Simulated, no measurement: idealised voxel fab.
The name of this process module is voxel self aligned vias.
For reference, the cross-section in this document is cut, with width 300 nm and square cells of 5 nm.
The cross-sections in this document take the form of a grid made of square cells. They are written out as bands, in order from top to bottom. Each band consists of one or more rows of cells.
In this notation a band is specified by the heights of its top and bottom, in that order and in nm, after which its materials appear from left to right, each paired with its width in nm. The word "all across" attached to a single material means that material fills the band from edge to edge; the word "blank" stands for empty space.
Note: height 0 marks the level under which the wafer is uniformly one material as received. Lowest band unbounded below, written "from 0 down".
The notation "30->40" denotes a width that varies across the rows of cells in the band, beginning at the first number in the top row, finishing at the second number in the bottom row, and changing by an identical amount from each row to the next.
Take "same as before" at face value: in the step it is given for, the cross-section changed in none of its cells.
Trapped voids: empty space of 8 cells or more with no open way to the top, each as width x height at its distance from the left edge, in nm
Where a step's line continues beyond its settings, the continuation is a remark by the simulator itself on that step.
"overlay nm" answers the question of how far to the right of plan the mask lay on a step that has a mask, and when it is negative the answer is to the left.

THIS SECTION LISTS THE PROCESS STEPS THAT WERE PLANNED
- 1: RECEIVE | material Si
- 2: CONFORMAL_DEP | material SiO2 | thk nm 10
- 3: CONFORMAL_DEP | material SiCN | thk nm 5
- 4: DIRECTIONAL_DEP | material lowk | thk nm 30
- 5: MASKED_ETCH | tone open | mask id LINES | width nm 20 | pitch nm 70 | etch materials lowk | depth nm 30 | overlay nm 0
- 6: CONFORMAL_DEP | material TiN | thk nm 5
- 7: FILL_DEP | material Ru | thk nm 10
- 8: CMP | height nm 45
- 9: SELECTIVE_ETCH | etch materials W Ru TiN | depth nm 10
- 10: FILL_DEP | material SiN | thk nm 5
- 11: CMP | height nm 45
- 12: DIRECTIONAL_DEP | material lowk | thk nm 20
- 13: DIRECTIONAL_DEP | material aC | thk nm 15
- 14: PATTERN | tone open | mask id VIAS | material resist | width nm 40 | pitch nm 140 | thk nm 30 | overlay nm 0
- 15: DIRECTIONAL_ETCH | etch materials aC | depth nm 5
- 16: STRIP | etch materials resist
- 17: DIRECTIONAL_ETCH | etch materials lowk | depth nm 20
- 18: DIRECTIONAL_ETCH | etch materials SiN | depth nm 10
- 19: STRIP | etch materials aC
- 20: CONFORMAL_DEP | material TiN | thk nm 5
- 21: FILL_DEP | material Cu | thk nm 5
- 22: CMP | height nm 65
- 23: CONFORMAL_DEP | material SiCN | thk nm 5
Across this set of wafers, the varied parameter is the depth nm of step 15. Starting conditions are identical for every wafer, and the plan reports the value assigned to the first wafer.

RECEIVED WAFERS, FIRST OF SEVERAL: CROSS-SECTION AFTER STEP 1
  from 0 down = Si all across
  Trapped voids: none

BELOW, A ROW FOR EVERY WAFER. READ IT AS THE END-OF-MODULE PICTURE: FOR EACH MATERIAL THE WAFER SHOWS ITS CELLS GAINED (+) OR LOST (-) SINCE IT WAS RECEIVED, AND THEN ITS CLOSED VOIDS
depth nm 5, +18 Ru, +120 SiCN, +24 SiN, +120 SiO2, +30 TiN, +528 lowk, Trapped voids: none
depth nm 10, +18 Ru, +120 SiCN, +24 SiN, +120 SiO2, +30 TiN, +528 lowk, Trapped voids: none
depth nm 15, +44 Cu, +18 Ru, +120 SiCN, +8 SiN, +120 SiO2, +66 TiN, +464 lowk, Trapped voids: none
depth nm 20, +44 Cu, +18 Ru, +120 SiCN, +8 SiN, +120 SiO2, +66 TiN, +464 lowk, Trapped voids: none
depth nm 25, +44 Cu, +18 Ru, +120 SiCN, +8 SiN, +120 SiO2, +66 TiN, +464 lowk, Trapped voids: none
depth nm 30, +44 Cu, +18 Ru, +120 SiCN, +8 SiN, +120 SiO2, +66 TiN, +464 lowk, Trapped voids: none
